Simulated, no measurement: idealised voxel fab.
process module | voxel released beams
The width of the displayed cross-section, cut, is 275 nm; its cells are square, with a size of 5 nm.
How to read a cross-section here: the picture is a grid of square cells, written as bands going from the top down, and any band can span one or more rows of cells. A band entry consists of two parts. The first gives the height of the band's top and the height of its bottom, in nm. The rest lists the band's materials from left to right, each with its width in nm. A single material labelled with the word "edge to edge" fills the band from edge to edge, and the word "empty" marks empty space. All heights in this document are referenced to 0, defined as the level beneath which the wafer, as received, consists entirely of one material. The lowest band is not bounded below; it extends indefinitely downward and is written in the form "top 0, no bottom". The two numbers in a width such as "30..40" mark its ends across the band: the first belongs to the top row of cells, the second to the bottom row, and from each row to the next the width moves by the same amount. "identical to before" means the step left every cell of the cross-section as it was. You'll see "Sealed cavities" listing empty spaces that have no way open to the top, as long as they're 8 cells or more; the notation is width x height at distance, where the distance is from the left edge, and all of it is in nm. after a step's settings: what the simulator itself notes on the step. The "overlay nm" setting may appear on a step's line; for a step that uses a mask, it gives how far to the right of its planned position the mask lay, and a negative value indicates the left.

THESE ARE THE STEPS WE PLANNED FOR THE PROCESS
| 1 | op RECEIVE | material Si |
| 2 | op CONFORMAL_DEP | material SiN | thk nm 5 |
| 3 | op DIRECTIONAL_DEP | material SiO2 | thk nm 20 |
| 4 | op MASKED_ETCH | tone open | mask id ANCHOR | width nm 35 | etch materials SiO2 | depth nm 20 | overlay nm 0 |
| 5 | op CONFORMAL_DEP | material TiN | thk nm 10 |
| 6 | op MASKED_ETCH | tone cover | mask id BEAM | width nm 85 | etch materials TiN | depth nm 10 | overlay nm 0 |
| 7 | op STRIP | etch materials SiO2 |

FIRST WAFER OUT OF TWO, PROCESSED AS PLANNED

INCOMING WAFER IN CROSS-SECTION (STATE: AFTER STEP 1)
	top 0, no bottom: Si edge to edge
	Sealed cavities: none

AFTER STEP 2
	top 5, bottom 0: SiN edge to edge
	Beneath the level 0, the cross-section is identical to its previous state.

AFTER STEP 3
	top 25, bottom 5: SiO2 edge to edge
	Beneath the level 5, the cross-section is identical to its previous state.

AFTER STEP 4
	top 25, bottom 5: SiO2 95, empty 35, SiO2 145
	Beneath the level 5, the cross-section is identical to its previous state.

AFTER STEP 5
	top 35, bottom 25: TiN 105, empty 15, TiN 155
	top 25, bottom 15: SiO2 95, TiN 10, empty 15, TiN 10, SiO2 145
	top 15, bottom 5: SiO2 95, TiN 35, SiO2 145
	Beneath the level 5, the cross-section is identical to its previous state.

AFTER STEP 6
	top 35, bottom 25: empty 90, TiN 15, empty 15, TiN 55, empty 100
	Beneath the level 25, the cross-section is identical to its previous state.

AFTER STEP 7
	top 35, bottom 25: empty 90, TiN 15, empty 15, TiN 55, empty 100
	top 25, bottom 15: empty 95, TiN 10, empty 15, TiN 10, empty 145
	top 15, bottom 5: empty 95, TiN 35, empty 145
	Beneath the level 5, the cross-section is identical to its previous state.

THE SECOND WAFER BEGAN EXACTLY AS THE FIRST DID AND FOLLOWED THE SAME PLAN, BUT ONE MISTAKE WAS MADE WHILE RUNNING IT; THROUGH STEP 3 INCLUSIVE, THE TWO WAFERS ARE IDENTICAL

SECOND WAFER, SECTIONED VIEW, AT STEP 4'S PLANNED END TIME
	top 25, bottom 5: SiO2 95, empty 35, SiO2 145
	Beneath the level 5, the cross-section is identical to its previous state.

SECOND WAFER, SECTIONED VIEW, AT STEP 5'S PLANNED END TIME
	top 35, bottom 25: TiN 105, empty 15, TiN 155
	top 25, bottom 15: SiO2 95, TiN 10, empty 15, TiN 10, SiO2 145
	top 15, bottom 5: SiO2 95, TiN 35, SiO2 145
	Beneath the level 5, the cross-section is identical to its previous state.

SECOND WAFER, SECTIONED VIEW, AT STEP 6'S PLANNED END TIME
	top 35, bottom 25: empty 90, TiN 15, empty 15, TiN 55, empty 100
	Beneath the level 25, the cross-section is identical to its previous state.

SECOND WAFER, SECTIONED VIEW, AT STEP 7'S PLANNED END TIME
	top 35, bottom 25: empty 90, TiN 15, empty 15, TiN 55, empty 100
	top 25, bottom 15: empty 95, TiN 10, empty 15, TiN 10, empty 145
	top 15, bottom 5: empty 95, TiN 35, empty 145
	Beneath the level 5, the cross-section is identical to its previous state.
In executing the process, a mistake was made relative to the plan: step 4 of the plan was carried out twice
at the end the two cross-sections are the same: no effect in what this model computes
